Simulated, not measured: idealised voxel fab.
Process module heading - voxel wiring stack
cross-section cut | 285 nm wide | cells 5 nm
The cross-sections in this document take the form of a grid made of square cells. They are written out as bands, in order from top to bottom. Each band consists of one or more rows of cells.
In this notation a band is specified by the heights of its top and bottom, in that order and in nm, after which its materials appear from left to right, each paired with its width in nm. The word "all across" attached to a single material means that material fills the band from edge to edge; the word "blank" stands for empty space.
Heights are reckoned from 0. Under this level, the received wafer is all of one material. The bottommost band is open-ended downward, for example "0 nm and below".
It should be noted that a width expressed as "30..40" varies in equal increments from row to row of cells within the band, taking the value of the first number at the top row and that of the second number at the bottom row.
Step marked "remained unchanged"? Then no cell in the cross-section changed in it.
In "Enclosed internal voids" the enclosed voids are listed, meaning empty spaces of 8 cells or larger without any opening to the top. The form is width x height at distance, distance from the left edge, units nm.
Note: text after step settings on the step line = simulator remark on that step.
Each step line may optionally specify "overlay nm", which for a step with a mask gives the rightward distance between the mask's planned place and where it lay, a negative value indicating the leftward direction.

### Process steps (planned)
1 RECEIVE [material Si]
2 CONFORMAL_DEP [material SiO2] [thk nm 15]
3 DIRECTIONAL_DEP [material TiN] [thk nm 5]
4 DIRECTIONAL_DEP [material Ru] [thk nm 15]
5 PATTERN [tone cover] [mask id METAL_1] [material resist] [width nm 25] [pitch nm 40] [thk nm 20] [overlay nm 0]
6 DIRECTIONAL_ETCH [etch materials Ru] [depth nm 15]
7 DIRECTIONAL_ETCH [etch materials TiN] [depth nm 5]
8 STRIP [etch materials resist]
9 CONFORMAL_DEP [material SiCN] [thk nm 5]
10 FILL_DEP [material SiO2] [thk nm 10]
11 CMP [height nm 35]
12 CONFORMAL_DEP [material SiCN] [thk nm 5]
13 DIRECTIONAL_DEP [material SiO2] [thk nm 25]
14 PATTERN [tone open] [mask id METAL_2_HOLES] [material resist] [width nm 15] [pitch nm 40] [thk nm 20] [overlay nm 0]
15 DIRECTIONAL_ETCH [etch materials SiO2] [depth nm 25]
16 STRIP [etch materials resist]
17 DIRECTIONAL_DEP [material aC] [thk nm 10]
18 PATTERN [tone open] [mask id METAL_2] [material resist] [width nm 25] [pitch nm 40] [thk nm 25] [overlay nm 0]
19 DIRECTIONAL_ETCH [etch materials aC] [depth nm 10]
20 STRIP [etch materials resist]
21 DIRECTIONAL_ETCH [etch materials SiO2] [depth nm 15]
22 DIRECTIONAL_ETCH [etch materials SiCN] [depth nm 5]
23 STRIP [etch materials aC]
24 CONFORMAL_DEP [material TiN] [thk nm 5]
25 FILL_DEP [material Ru] [thk nm 10]
26 CMP [height nm 65]
27 CONFORMAL_DEP [material SiN] [thk nm 5]

### Wafer as received: cross-section following step 1
  0 nm and below  Si all across
  Enclosed internal voids: none

### Sectioned view, first of two wafers, at the close of the module, processed as intended in the plan
  70 nm to 65 nm  SiN all across
  65 nm to 55 nm  90 of SiO2, 5 of TiN, 15 of Ru, 5 of TiN, 15 of SiO2, 5 of TiN, 15 of Ru, 5 of TiN, 15 of SiO2, 5 of TiN, 15 of Ru, 5 of TiN, 90 of SiO2
  55 nm to 50 nm  90 of SiO2, 5 of TiN, 5 of Ru, 15 of TiN, 15 of SiO2, 5 of TiN, 5 of Ru, 15 of TiN, 15 of SiO2, 5 of TiN, 5 of Ru, 15 of TiN, 90 of SiO2
  50 nm to 40 nm  90 of SiO2, 5 of TiN, 5 of Ru, 5 of TiN, 25 of SiO2, 5 of TiN, 5 of Ru, 5 of TiN, 25 of SiO2, 5 of TiN, 5 of Ru, 5 of TiN, 100 of SiO2
  40 nm to 35 nm  90 of SiCN, 15 of TiN, 25 of SiCN, 15 of TiN, 25 of SiCN, 15 of TiN, 100 of SiCN
  35 nm to 20 nm  85 of SiO2, 5 of SiCN, 25 of Ru, 5 of SiCN, 5 of SiO2, 5 of SiCN, 25 of Ru, 5 of SiCN, 5 of SiO2, 5 of SiCN, 25 of Ru, 5 of SiCN, 85 of SiO2
  20 nm to 15 nm  90 of SiCN, 25 of TiN, 15 of SiCN, 25 of TiN, 15 of SiCN, 25 of TiN, 90 of SiCN
  15 nm to 0 nm  SiO2 all across
  0 nm and below  Si all across
  Enclosed internal voids: none

### Cross-section, wafer two of two, end of module: same start and plan as wafer one, one error in execution
  70 nm to 65 nm  SiN all across
  65 nm to 55 nm  90 of SiO2, 5 of TiN, 15 of Ru, 5 of TiN, 15 of SiO2, 5 of TiN, 15 of Ru, 5 of TiN, 15 of SiO2, 5 of TiN, 15 of Ru, 5 of TiN, 90 of SiO2
  55 nm to 50 nm  90 of SiO2, 5 of TiN, 10 of Ru, 10 of TiN, 15 of SiO2, 5 of TiN, 10 of Ru, 10 of TiN, 15 of SiO2, 5 of TiN, 10 of Ru, 10 of TiN, 90 of SiO2
  50 nm to 40 nm  90 of SiO2, 5 of TiN, 10 of Ru, 5 of TiN, 20 of SiO2, 5 of TiN, 10 of Ru, 5 of TiN, 20 of SiO2, 5 of TiN, 10 of Ru, 5 of TiN, 95 of SiO2
  40 nm to 35 nm  90 of SiCN, 20 of TiN, 20 of SiCN, 20 of TiN, 20 of SiCN, 20 of TiN, 95 of SiCN
  35 nm to 20 nm  85 of SiO2, 5 of SiCN, 25 of Ru, 5 of SiCN, 5 of SiO2, 5 of SiCN, 25 of Ru, 5 of SiCN, 5 of SiO2, 5 of SiCN, 25 of Ru, 5 of SiCN, 85 of SiO2
  20 nm to 15 nm  90 of SiCN, 25 of TiN, 15 of SiCN, 25 of TiN, 15 of SiCN, 25 of TiN, 90 of SiCN
  15 nm to 0 nm  SiO2 all across
  0 nm and below  Si all across
  Enclosed internal voids: none
What broke from the plan during processing? step 14: run off-plan, actual operation and settings PATTERN [tone open] [mask id METAL_2_HOLES] [material resist] [width nm 20] [pitch nm 40] [thk nm 20] [overlay nm 0]
at the end the second wafer has, in cells: Ru +9 | SiCN -3 | SiO2 -6
